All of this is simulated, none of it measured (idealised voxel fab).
process module | voxel wiring stack
cross-section cut | 165 nm wide | cells 5 nm
A cross-section is a grid of square cells, given in bands from the top down. A band is one or more rows of cells.
Each band's line starts with the height of the band's top and of its bottom, in nm. Then come its materials from left to right, each with its width in nm. One material with "throughout" fills the band from edge to edge. "air" is empty space.
Height 0 is the level under which the wafer as received is all one material. The lowest band goes on downwards, as in "0 down".
A width such as "30 to 40" changes by the same amount from each row of cells to the next, from the band's top row to its bottom row.
"no change" after a step means that no cell of the cross-section changed.
closed voids: empty space of 8 cells or more with no open way to the top, each as width x height at its distance from the left edge, in nm
after a step's settings: what the simulator itself notes on the step
overlay nm, on a step with a mask: how far to the right of its planned place the mask lay; to the left if negative
plan
1 op RECEIVE | material Si
2 op CONFORMAL_DEP | material SiO2 | thk nm 10
3 op DIRECTIONAL_DEP | material TiN | thk nm 5
4 op DIRECTIONAL_DEP | material W | thk nm 25
5 op PATTERN | tone cover | mask id METAL_1 | material resist | width nm 20 | pitch nm 40 | thk nm 15 | overlay nm 0
6 op DIRECTIONAL_ETCH | etch materials W | depth nm 25
7 op DIRECTIONAL_ETCH | etch materials TiN | depth nm 5
8 op STRIP | etch materials resist
9 op CONFORMAL_DEP | material SiCN | thk nm 5
10 op FILL_DEP | material lowk | thk nm 10
11 op CMP | height nm 40
12 op CONFORMAL_DEP | material SiCN | thk nm 5
13 op DIRECTIONAL_DEP | material SiO2 | thk nm 20
14 op DIRECTIONAL_DEP | material aC | thk nm 10
15 op PATTERN | tone open | mask id PLUG_1 | material resist | width nm 15 | pitch nm 40 | thk nm 25 | overlay nm 0
16 op DIRECTIONAL_ETCH | etch materials aC | depth nm 10
17 op STRIP | etch materials resist
18 op DIRECTIONAL_ETCH | etch materials SiO2 | depth nm 20
19 op DIRECTIONAL_ETCH | etch materials SiCN | depth nm 5
20 op STRIP | etch materials aC
21 op CONFORMAL_DEP | material TiN | thk nm 5
22 op FILL_DEP | material Cu | thk nm 10
23 op CMP | height nm 65
24 op DIRECTIONAL_DEP | material TiN | thk nm 5
25 op DIRECTIONAL_DEP | material Ru | thk nm 15
26 op PATTERN | tone cover | mask id METAL_2 | material resist | width nm 20 | pitch nm 40 | thk nm 20 | overlay nm 0
27 op DIRECTIONAL_ETCH | etch materials Ru | depth nm 15
28 op DIRECTIONAL_ETCH | etch materials TiN | depth nm 5
29 op STRIP | etch materials resist
30 op FILL_DEP | material lowk | thk nm 10
31 op CMP | height nm 85
32 op CONFORMAL_DEP | material SiCN | thk nm 5
33 op DIRECTIONAL_DEP | material lowk | thk nm 20
34 op PATTERN | tone open | mask id PLUG_2 | material resist | width nm 15 | pitch nm 40 | thk nm 15 | overlay nm 0
35 op DIRECTIONAL_ETCH | etch materials lowk | depth nm 20
36 op DIRECTIONAL_ETCH | etch materials SiCN | depth nm 5
37 op STRIP | etch materials resist
38 op EPI | material Ru | thk nm 10
39 op EPI | material Ru | thk nm 10
40 op EPI | material Ru | thk nm 5
41 op DIRECTIONAL_DEP | material TiN | thk nm 5
42 op DIRECTIONAL_DEP | material Ru | thk nm 15
43 op DIRECTIONAL_DEP | material aC | thk nm 10
44 op PATTERN | tone cover | mask id METAL_3 | material resist | width nm 20 | pitch nm 40 | thk nm 25 | overlay nm 0
45 op DIRECTIONAL_ETCH | etch materials aC | depth nm 10
46 op STRIP | etch materials resist
47 op DIRECTIONAL_ETCH | etch materials Ru | depth nm 15
48 op DIRECTIONAL_ETCH | etch materials TiN | depth nm 5
49 op STRIP | etch materials aC
50 op CONFORMAL_DEP | material SiN | thk nm 5
51 op FILL_DEP | material SiO2 | thk nm 10
52 op CMP | height nm 130
53 op CONFORMAL_DEP | material SiCN | thk nm 5
54 op DIRECTIONAL_DEP | material lowk | thk nm 20
55 op MASKED_ETCH | tone open | mask id PLUG_3 | width nm 15 | pitch nm 40 | etch materials lowk | depth nm 20 | overlay nm 0
56 op MASKED_ETCH | tone open | mask id PLUG_3 | width nm 15 | pitch nm 40 | etch materials SiCN | depth nm 5 | overlay nm 0
57 op EPI | material Ru | thk nm 10
58 op EPI | material Ru | thk nm 10
59 op EPI | material Ru | thk nm 5
60 op DIRECTIONAL_DEP | material TiN | thk nm 5
61 op DIRECTIONAL_DEP | material W | thk nm 15
62 op MASKED_ETCH | tone cover | mask id METAL_4 | width nm 20 | pitch nm 40 | etch materials W | depth nm 15 | overlay nm 0
63 op MASKED_ETCH | tone cover | mask id METAL_4 | width nm 20 | pitch nm 40 | etch materials TiN | depth nm 5 | overlay nm 0
64 op FILL_DEP | material SiO2 | thk nm 10
65 op CMP | height nm 175
66 op CONFORMAL_DEP | material SiCN | thk nm 5
as received, after step 1
  0 down: Si throughout
  closed voids: none
first wafer at the end, as planned
  180 to 175: SiCN throughout
  175 to 160: SiO2 30 | W 20 | SiO2 20 | W 20 | SiO2 20 | W 20 | SiO2 35
  160 to 155: SiO2 30 | TiN 20 | SiO2 20 | TiN 20 | SiO2 20 | TiN 20 | SiO2 35
  155 to 135: lowk 30 | Ru 15 | lowk 25 | Ru 15 | lowk 25 | Ru 15 | lowk 40
  135 to 130: SiCN 30 | Ru 15 | SiCN 25 | Ru 15 | SiCN 25 | Ru 15 | SiCN 40
  130 to 115: SiO2 25 | SiN 5 | Ru 20 | SiN 5 | SiO2 10 | SiN 5 | Ru 20 | SiN 5 | SiO2 10 | SiN 5 | Ru 20 | SiN 5 | SiO2 30
  115 to 110: SiN 30 | TiN 20 | SiN 20 | TiN 20 | SiN 20 | TiN 20 | SiN 35
  110 to 90: lowk 30 | Ru 15 | lowk 25 | Ru 15 | lowk 25 | Ru 15 | lowk 40
  90 to 85: SiCN 30 | Ru 15 | SiCN 25 | Ru 15 | SiCN 25 | Ru 15 | SiCN 40
  85 to 70: lowk 30 | Ru 20 | lowk 20 | Ru 20 | lowk 20 | Ru 20 | lowk 35
  70 to 65: lowk 30 | TiN 20 | lowk 20 | TiN 20 | lowk 20 | TiN 20 | lowk 35
  65 to 45: SiO2 30 | TiN 5 | Cu 5 | TiN 5 | SiO2 25 | TiN 5 | Cu 5 | TiN 5 | SiO2 25 | TiN 5 | Cu 5 | TiN 5 | SiO2 40
  45 to 40: SiCN 30 | TiN 15 | SiCN 25 | TiN 15 | SiCN 25 | TiN 15 | SiCN 40
  40 to 15: lowk 25 | SiCN 5 | W 20 | SiCN 5 | lowk 10 | SiCN 5 | W 20 | SiCN 5 | lowk 10 | SiCN 5 | W 20 | SiCN 5 | lowk 30
  15 to 10: SiCN 30 | TiN 20 | SiCN 20 | TiN 20 | SiCN 20 | TiN 20 | SiCN 35
  10 to 0: SiO2 throughout
  0 down: Si throughout
  closed voids: none
second wafer at the end: like start, like plan, one mistake
  180 to 175: SiCN throughout
  175 to 160: SiO2 30 | W 20 | SiO2 20 | W 20 | SiO2 20 | W 20 | SiO2 35
  160 to 155: SiO2 30 | TiN 20 | SiO2 20 | TiN 20 | SiO2 20 | TiN 20 | SiO2 35
  155 to 135: lowk 30 | Ru 15 | lowk 25 | Ru 15 | lowk 25 | Ru 15 | lowk 40
  135 to 130: SiCN 30 | Ru 15 | SiCN 25 | Ru 15 | SiCN 25 | Ru 15 | SiCN 40
  130 to 115: SiO2 25 | SiN 5 | Ru 20 | SiN 5 | SiO2 10 | SiN 5 | Ru 20 | SiN 5 | SiO2 10 | SiN 5 | Ru 20 | SiN 5 | SiO2 30
  115 to 110: SiN 30 | TiN 20 | SiN 20 | TiN 20 | SiN 20 | TiN 20 | SiN 35
  110 to 90: lowk 30 | Ru 15 | lowk 25 | Ru 15 | lowk 25 | Ru 15 | lowk 40
  90 to 85: SiCN 30 | Ru 15 | SiCN 25 | Ru 15 | SiCN 25 | Ru 15 | SiCN 40
  85 to 70: lowk 30 | Ru 20 | lowk 20 | Ru 20 | lowk 20 | Ru 20 | lowk 35
  70 to 65: lowk 30 | TiN 20 | lowk 20 | TiN 20 | lowk 20 | TiN 20 | lowk 35
  65 to 45: SiO2 30 | TiN 5 | Cu 5 | TiN 5 | SiO2 25 | TiN 5 | Cu 5 | TiN 5 | SiO2 25 | TiN 5 | Cu 5 | TiN 5 | SiO2 40
  45 to 40: SiCN 30 | TiN 15 | SiCN 25 | TiN 15 | SiCN 25 | TiN 15 | SiCN 40
  40 to 35: lowk throughout
  35 to 30: lowk 25 | SiCN 30 | lowk 10 | SiCN 30 | lowk 10 | SiCN 30 | lowk 30
  30 to 5: lowk 25 | SiCN 5 | W 20 | SiCN 5 | lowk 10 | SiCN 5 | W 20 | SiCN 5 | lowk 10 | SiCN 5 | W 20 | SiCN 5 | lowk 30
  5 to 0: SiCN 30 | TiN 20 | SiCN 20 | TiN 20 | SiCN 20 | TiN 20 | SiCN 35
  0 down: Si throughout
  closed voids: none
what went wrong: step 2 was left out
at the end the second wafer has, in cells: 18 more of SiCN | 66 fewer of SiO2 | 48 more of lowk
